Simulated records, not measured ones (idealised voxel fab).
The document below concerns the process module designated voxel quadruple lines.
Square cells of 5 nm make up the cross-section cut, whose width is 235 nm.
Cross-section spec: square-cell grid; bands listed top down; each band is one or more rows. What a band's entry tells you: where the top is and where the bottom is, as heights in nm, and after that what lies inside, material by material from left to right, each with its width in nm. Empty space is written as the word "air", and a single material marked with the word "throughout" occupies the band from edge to edge. Where do heights start? At 0: under that level the wafer as delivered is made of one material only. And the lowest band has no floor; it just carries on downward, as in "0 and below". When a width is written as two numbers, as in "30..40", the first number is the width in the top row of cells of the band and the second is the width in its bottom row, and the width changes by the same amount from each row to the next. "no alterations made" -> step changed no cross-section cell. Empty spaces without an open route to the top, at least 8 cells in extent, make up the entry "Enclosed void entries"; each is given as width x height at distance, where the distance is measured from the left edge, and all are in nm. It should be noted that, on the line of a given step, the content following the step's settings is a remark produced by the simulator itself with respect to that step. "overlay nm", when on a step's line for a step with a mask, measures how far to the right of its planned place the mask lay; a negative measure means to the left.

So here's the lineup of process steps we planned
step 1: RECEIVE: material Si
step 2: CONFORMAL_DEP: material SiO2, thk nm 5
step 3: DIRECTIONAL_DEP: material Ru, thk nm 15
step 4: DIRECTIONAL_DEP: material polySi, thk nm 15
step 5: DIRECTIONAL_DEP: material aC, thk nm 25
step 6: PATTERN: tone cover, mask id MANDREL, material resist, width nm 25, pitch nm 80, thk nm 35, overlay nm 0
step 7: DIRECTIONAL_ETCH: etch materials aC, depth nm 25
step 8: STRIP: etch materials resist
step 9: CONFORMAL_DEP: material SiO2, thk nm 15
step 10: DIRECTIONAL_ETCH: etch materials SiO2, depth nm 15
step 11: STRIP: etch materials aC
step 12: DIRECTIONAL_ETCH: etch materials polySi, depth nm 15
step 13: STRIP: etch materials SiO2
step 14: CONFORMAL_DEP: material SiCN, thk nm 5
step 15: DIRECTIONAL_ETCH: etch materials SiCN, depth nm 5
step 16: STRIP: etch materials polySi
step 17: DIRECTIONAL_ETCH: etch materials Ru, depth nm 15
step 18: STRIP: etch materials SiCN

First of two wafers - as planned

Cross-section, incoming material, after step 1
> 0 and below: Si throughout
> Enclosed void entries: none

The wafer in cross-section once step 2 is complete
> 5 down to 0: SiO2 throughout
> Anything lower than 0 is untouched.

The wafer in cross-section once step 3 is complete
> 20 down to 5: Ru throughout
> Anything lower than 5 is untouched.

The wafer in cross-section once step 4 is complete
> 35 down to 20: polySi throughout
> Anything lower than 20 is untouched.

The wafer in cross-section once step 5 is complete
> 60 down to 35: aC throughout
> Anything lower than 35 is untouched.

The wafer in cross-section once step 6 is complete
> 95 down to 60: air 65, resist 25, air 55, resist 25, air 65
> Anything lower than 60 is untouched.

The wafer in cross-section once step 7 is complete
> 70 down to 60: air 65, resist 25, air 55, resist 25, air 65
> 60 down to 35: air 65, aC 25, air 55, aC 25, air 65
> Anything lower than 35 is untouched.

The wafer in cross-section once step 8 is complete
> 60 down to 35: air 65, aC 25, air 55, aC 25, air 65
> Anything lower than 35 is untouched.

The wafer in cross-section once step 9 is complete
> 75 down to 60: air 50, SiO2 55, air 25, SiO2 55, air 50
> 60 down to 50: air 50, SiO2 15, aC 25, SiO2 15, air 25, SiO2 15, aC 25, SiO2 15, air 50
> 50 down to 35: SiO2 65, aC 25, SiO2 55, aC 25, SiO2 65
> Anything lower than 35 is untouched.

The wafer in cross-section once step 10 is complete
> 60 down to 35: air 50, SiO2 15, aC 25, SiO2 15, air 25, SiO2 15, aC 25, SiO2 15, air 50
> Anything lower than 35 is untouched.

The wafer in cross-section once step 11 is complete
> 60 down to 35: air 50, SiO2 15, air 25, SiO2 15, air 25, SiO2 15, air 25, SiO2 15, air 50
> Anything lower than 35 is untouched.

The wafer in cross-section once step 12 is complete
> 60 down to 35: air 50, SiO2 15, air 25, SiO2 15, air 25, SiO2 15, air 25, SiO2 15, air 50
> 35 down to 20: air 50, polySi 15, air 25, polySi 15, air 25, polySi 15, air 25, polySi 15, air 50
> Anything lower than 20 is untouched.

The wafer in cross-section once step 13 is complete
> 35 down to 20: air 50, polySi 15, air 25, polySi 15, air 25, polySi 15, air 25, polySi 15, air 50
> Anything lower than 20 is untouched.

The wafer in cross-section once step 14 is complete
> 40 down to 35: air 45, SiCN 25, air 15, SiCN 25, air 15, SiCN 25, air 15, SiCN 25, air 45
> 35 down to 25: air 45, SiCN 5, polySi 15, SiCN 5, air 15, SiCN 5, polySi 15, SiCN 5, air 15, SiCN 5, polySi 15, SiCN 5, air 15, SiCN 5, polySi 15, SiCN 5, air 45
> 25 down to 20: SiCN 50, polySi 15, SiCN 25, polySi 15, SiCN 25, polySi 15, SiCN 25, polySi 15, SiCN 50
> Anything lower than 20 is untouched.

The wafer in cross-section once step 15 is complete
> 35 down to 20: air 45, SiCN 5, polySi 15, SiCN 5, air 15, SiCN 5, polySi 15, SiCN 5, air 15, SiCN 5, polySi 15, SiCN 5, air 15, SiCN 5, polySi 15, SiCN 5, air 45
> Anything lower than 20 is untouched.

The wafer in cross-section once step 16 is complete
> 35 down to 20: air 45, SiCN 5, air 15, SiCN 5, air 15, SiCN 5, air 15, SiCN 5, air 15, SiCN 5, air 15, SiCN 5, air 15, SiCN 5, air 15, SiCN 5, air 45
> Anything lower than 20 is untouched.

The wafer in cross-section once step 17 is complete
> 35 down to 20: air 45, SiCN 5, air 15, SiCN 5, air 15, SiCN 5, air 15, SiCN 5, air 15, SiCN 5, air 15, SiCN 5, air 15, SiCN 5, air 15, SiCN 5, air 45
> 20 down to 5: air 45, Ru 5, air 15, Ru 5, air 15, Ru 5, air 15, Ru 5, air 15, Ru 5, air 15, Ru 5, air 15, Ru 5, air 15, Ru 5, air 45
> Anything lower than 5 is untouched.

The wafer in cross-section once step 18 is complete
> 20 down to 5: air 45, Ru 5, air 15, Ru 5, air 15, Ru 5, air 15, Ru 5, air 15, Ru 5, air 15, Ru 5, air 15, Ru 5, air 15, Ru 5, air 45
> Anything lower than 5 is untouched.

Okay, second wafer. Nothing different at the start, nothing different in the plan, just one mistake somewhere in the running. As far as step 2, counting that step, it's the first wafer all over again

Cross-section: second wafer, time at which step 3 was scheduled to end
> 25 down to 5: Ru throughout
> Anything lower than 5 is untouched.

Cross-section: second wafer, time at which step 4 was scheduled to end
> 40 down to 25: polySi throughout
> Anything lower than 25 is untouched.

Cross-section: second wafer, time at which step 5 was scheduled to end
> 65 down to 40: aC throughout
> Anything lower than 40 is untouched.

Cross-section: second wafer, time at which step 6 was scheduled to end
> 100 down to 65: air 65, resist 25, air 55, resist 25, air 65
> Anything lower than 65 is untouched.

Cross-section: second wafer, time at which step 7 was scheduled to end
> 75 down to 65: air 65, resist 25, air 55, resist 25, air 65
> 65 down to 40: air 65, aC 25, air 55, aC 25, air 65
> Anything lower than 40 is untouched.

Cross-section: second wafer, time at which step 8 was scheduled to end
> 65 down to 40: air 65, aC 25, air 55, aC 25, air 65
> Anything lower than 40 is untouched.

Cross-section: second wafer, time at which step 9 was scheduled to end
> 80 down to 65: air 50, SiO2 55, air 25, SiO2 55, air 50
> 65 down to 55: air 50, SiO2 15, aC 25, SiO2 15, air 25, SiO2 15, aC 25, SiO2 15, air 50
> 55 down to 40: SiO2 65, aC 25, SiO2 55, aC 25, SiO2 65
> Anything lower than 40 is untouched.

Cross-section: second wafer, time at which step 10 was scheduled to end
> 65 down to 40: air 50, SiO2 15, aC 25, SiO2 15, air 25, SiO2 15, aC 25, SiO2 15, air 50
> Anything lower than 40 is untouched.

Cross-section: second wafer, time at which step 11 was scheduled to end
> 65 down to 40: air 50, SiO2 15, air 25, SiO2 15, air 25, SiO2 15, air 25, SiO2 15, air 50
> Anything lower than 40 is untouched.

Cross-section: second wafer, time at which step 12 was scheduled to end
> 65 down to 40: air 50, SiO2 15, air 25, SiO2 15, air 25, SiO2 15, air 25, SiO2 15, air 50
> 40 down to 25: air 50, polySi 15, air 25, polySi 15, air 25, polySi 15, air 25, polySi 15, air 50
> Anything lower than 25 is untouched.

Cross-section: second wafer, time at which step 13 was scheduled to end
> 40 down to 25: air 50, polySi 15, air 25, polySi 15, air 25, polySi 15, air 25, polySi 15, air 50
> Anything lower than 25 is untouched.

Cross-section: second wafer, time at which step 14 was scheduled to end
> 45 down to 40: air 45, SiCN 25, air 15, SiCN 25, air 15, SiCN 25, air 15, SiCN 25, air 45
> 40 down to 30: air 45, SiCN 5, polySi 15, SiCN 5, air 15, SiCN 5, polySi 15, SiCN 5, air 15, SiCN 5, polySi 15, SiCN 5, air 15, SiCN 5, polySi 15, SiCN 5, air 45
> 30 down to 25: SiCN 50, polySi 15, SiCN 25, polySi 15, SiCN 25, polySi 15, SiCN 25, polySi 15, SiCN 50
> Anything lower than 25 is untouched.

Cross-section: second wafer, time at which step 15 was scheduled to end
> 40 down to 25: air 45, SiCN 5, polySi 15, SiCN 5, air 15, SiCN 5, polySi 15, SiCN 5, air 15, SiCN 5, polySi 15, SiCN 5, air 15, SiCN 5, polySi 15, SiCN 5, air 45
> Anything lower than 25 is untouched.

Cross-section: second wafer, time at which step 16 was scheduled to end
> 40 down to 25: air 45, SiCN 5, air 15, SiCN 5, air 15, SiCN 5, air 15, SiCN 5, air 15, SiCN 5, air 15, SiCN 5, air 15, SiCN 5, air 15, SiCN 5, air 45
> Anything lower than 25 is untouched.

Cross-section: second wafer, time at which step 17 was scheduled to end
> 40 down to 25: air 45, SiCN 5, air 15, SiCN 5, air 15, SiCN 5, air 15, SiCN 5, air 15, SiCN 5, air 15, SiCN 5, air 15, SiCN 5, air 15, SiCN 5, air 45
> 25 down to 10: air 45, Ru 5, air 15, Ru 5, air 15, Ru 5, air 15, Ru 5, air 15, Ru 5, air 15, Ru 5, air 15, Ru 5, air 15, Ru 5, air 45
> Anything lower than 10 is untouched.

Cross-section: second wafer, time at which step 18 was scheduled to end
> 25 down to 10: air 45, Ru 5, air 15, Ru 5, air 15, Ru 5, air 15, Ru 5, air 15, Ru 5, air 15, Ru 5, air 15, Ru 5, air 15, Ru 5, air 45
> Anything lower than 10 is untouched.
Deviation from plan: step 3 was processed under conditions differing from the plan, specifically as DIRECTIONAL_DEP: material Ru, thk nm 20
Count the cells at the end and the second wafer has more or fewer of some materials than the first: Ru: 47 more
